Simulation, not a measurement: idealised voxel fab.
Herein follows the process module entitled voxel ribs on slabs.
The figure presents cross-section cut, which has a width of 200 nm and is divided into square cells with an edge length of 5 nm.
Cross-section, as written here: a square-cell grid given band by band from the top down, where a band holds one or more rows of cells.
Band: top height; bottom height; in nm. Then, left to right: material with width in nm, for each material. "all across": a single material spanning edge to edge. "blank": empty space.
Height is counted from the level 0, under which the received wafer is composed throughout of one material. The lowest of the bands is not closed at the bottom but continues downward, in the notation "0 down".
Per-row width for "30->40": begins at first number (top row of band), ends at second number (bottom row), increment between rows held constant.
It should be understood that the words "stayed the same", when stated for a given step, signify that the cross-section underwent no change in any of its cells during that step.
Enclosed voids (no open way to top), threshold 8 cells or more, entry "Enclosed internal cavities", notation width x height at distance, distance from left edge, nm.
The remark found on a step's line after its settings is issued by the simulator itself and pertains to that step.
On any step carrying a mask, the "overlay nm" setting, if present on the step's line, tells how far right of its planned place the mask lay; negative values point to the left.

Below is the list of planned process steps
1,op RECEIVE | material Si
2,op DIRECTIONAL_DEP | material SiO2 | thk nm 25
3,op DIRECTIONAL_DEP | material SiN | thk nm 25
4,op MASKED_ETCH | tone cover | mask id RIB | width nm 25 | etch materials SiN | depth nm 20 | overlay nm 0
5,op DIRECTIONAL_DEP | material aC | thk nm 15
6,op PATTERN | tone cover | mask id SLAB | material resist | width nm 55 | thk nm 30 | overlay nm 0
7,op DIRECTIONAL_ETCH | etch materials aC | depth nm 15
8,op STRIP | etch materials resist
9,op DIRECTIONAL_ETCH | etch materials SiN | depth nm 5
10,op STRIP | etch materials aC
11,op FILL_DEP | material SiO2 | thk nm 20
12,op CMP | height nm 60
13,op DIRECTIONAL_DEP | material W | thk nm 5
14,op MASKED_ETCH | tone cover | mask id HEATER | width nm 35 | etch materials W | depth nm 5 | overlay nm 0
15,op CONFORMAL_DEP | material SiN | thk nm 10

As-received state of the wafer in cross-section, equivalent to post-step 1
    0 down = Si all across
    Enclosed internal cavities: none

Result of the module, cross-sectioned: start per above, plan per above, one error in how it was run
    65 to 60 = 80 of blank | 35 of W | 85 of blank
    60 to 50 = SiO2 all across
    50 to 30 = 85 of SiO2 | 25 of SiN | 90 of SiO2
    30 to 25 = 70 of SiO2 | 55 of SiN | 75 of SiO2
    25 to 0 = SiO2 all across
    0 down = Si all across
    Enclosed internal cavities: none
Deviation from plan: step 15 of the plan never got run, it was skipped over
